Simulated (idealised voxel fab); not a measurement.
Process module in this document: voxel capacitor over wiring
Section shown: cut. Width: 180 nm. Cell size: 5 nm, square.
The cross-sections in this document take the form of a grid made of square cells. They are written out as bands, in order from top to bottom. Each band consists of one or more rows of cells. Quick guide to a band line: top height, bottom height (nm) up front; then every material left to right with its width in nm. Only one material and it's marked "all across"? Then it fills the band edge to edge. And "empty" just means empty space. For the purposes of this specification, 0 denotes the height below which the wafer in its as-received condition is composed wholly of one material, and the lowermost band, lacking a lower limit, extends downward without end, as expressed in "0 -> down". The width entry "30..40" should be interpreted row by row: the top row of cells in the band takes the first number, the bottom row takes the second number, and the change between adjacent rows is uniform throughout. Key: "nothing different" - step with no changed cell in the cross-section. In the "Enclosed cavities" entry, you get each enclosed empty space of 8 cells or more, one with no open way to the top, written width x height at distance, distance from the left edge, in nm. Anything after a step's settings on that line? It's the simulator's own note about the step. "overlay nm", when on a step's line for a step with a mask, measures how far to the right of its planned place the mask lay; a negative measure means to the left.

# Process steps (planned)
1) RECEIVE, material Si
2) CONFORMAL_DEP, material SiO2, thk nm 15
3) CONFORMAL_DEP, material SiN, thk nm 5
4) DIRECTIONAL_DEP, material lowk, thk nm 20
5) DIRECTIONAL_DEP, material aC, thk nm 10
6) PATTERN, tone open, mask id METAL_1, material resist, width nm 25, pitch nm 75, thk nm 30, overlay nm 0
7) DIRECTIONAL_ETCH, etch materials aC, depth nm 10
8) STRIP, etch materials resist
9) DIRECTIONAL_ETCH, etch materials lowk, depth nm 20
10) DIRECTIONAL_ETCH, etch materials SiN, depth nm 5
11) STRIP, etch materials aC
12) CONFORMAL_DEP, material TiN, thk nm 5
13) FILL_DEP, material W, thk nm 10
14) CMP, height nm 40
15) CONFORMAL_DEP, material SiCN, thk nm 5
16) DIRECTIONAL_DEP, material lowk, thk nm 15
17) DIRECTIONAL_DEP, material aC, thk nm 15
18) PATTERN, tone open, mask id PLUG_1, material resist, width nm 15, thk nm 35, overlay nm 0
19) DIRECTIONAL_ETCH, etch materials aC, depth nm 15
20) STRIP, etch materials resist
21) DIRECTIONAL_ETCH, etch materials lowk, depth nm 15
22) DIRECTIONAL_ETCH, etch materials SiCN, depth nm 5
23) STRIP, etch materials aC
24) CONFORMAL_DEP, material TiN, thk nm 5
25) FILL_DEP, material Ru, thk nm 5
26) CMP, height nm 60
27) DIRECTIONAL_DEP, material TiN, thk nm 10
28) DIRECTIONAL_DEP, material Al2O3, thk nm 5
29) DIRECTIONAL_DEP, material TiN, thk nm 5
30) PATTERN, tone cover, mask id UPPER_PLATE, material resist, width nm 55, thk nm 20, overlay nm 0
31) DIRECTIONAL_ETCH, etch materials TiN, depth nm 5
32) DIRECTIONAL_ETCH, etch materials Al2O3, depth nm 5
33) STRIP, etch materials resist
34) PATTERN, tone cover, mask id LOWER_PLATE, material resist, width nm 65, thk nm 20, overlay nm 0
35) DIRECTIONAL_ETCH, etch materials TiN, depth nm 10
36) STRIP, etch materials resist
37) FILL_DEP, material SiO2, thk nm 20
38) CMP, height nm 95
39) DIRECTIONAL_DEP, material aC, thk nm 15
40) PATTERN, tone open, mask id PLUG_2, material resist, width nm 15, thk nm 30, overlay nm 0
41) DIRECTIONAL_ETCH, etch materials aC, depth nm 15
42) STRIP, etch materials resist
43) DIRECTIONAL_ETCH, etch materials SiO2, depth nm 15
44) STRIP, etch materials aC
45) CONFORMAL_DEP, material TiN, thk nm 5
46) FILL_DEP, material Cu, thk nm 10
47) CMP, height nm 95
48) CONFORMAL_DEP, material SiN, thk nm 5

# Cross-section, incoming material, after step 1
- 0 -> down | Si all across
- Enclosed cavities: none

# Starting structure and process plan are as shown above, but one mistake was made in running the module; the wafer cross-section at the end of the module follows
- 100 -> 95 | SiN all across
- 95 -> 85 | SiO2 60, TiN 5, Cu 5, TiN 5, SiO2 105
- 85 -> 80 | SiO2 60, TiN 15, SiO2 105
- 80 -> 75 | SiO2 all across
- 75 -> 70 | SiO2 50, TiN 55, SiO2 75
- 70 -> 60 | SiO2 45, TiN 65, SiO2 70
- 60 -> 45 | lowk 50, TiN 5, Ru 5, TiN 5, lowk 115
- 45 -> 40 | SiCN 50, TiN 15, SiCN 115
- 40 -> 20 | lowk 40, TiN 5, W 15, TiN 5, lowk 50, TiN 5, W 15, TiN 5, lowk 40
- 20 -> 15 | SiN 40, TiN 25, SiN 50, TiN 25, SiN 40
- 15 -> 0 | SiO2 all across
- 0 -> down | Si all across
- Enclosed cavities: none
Against the plan, the run slipped here: step 28 of the plan was bypassed and not carried out
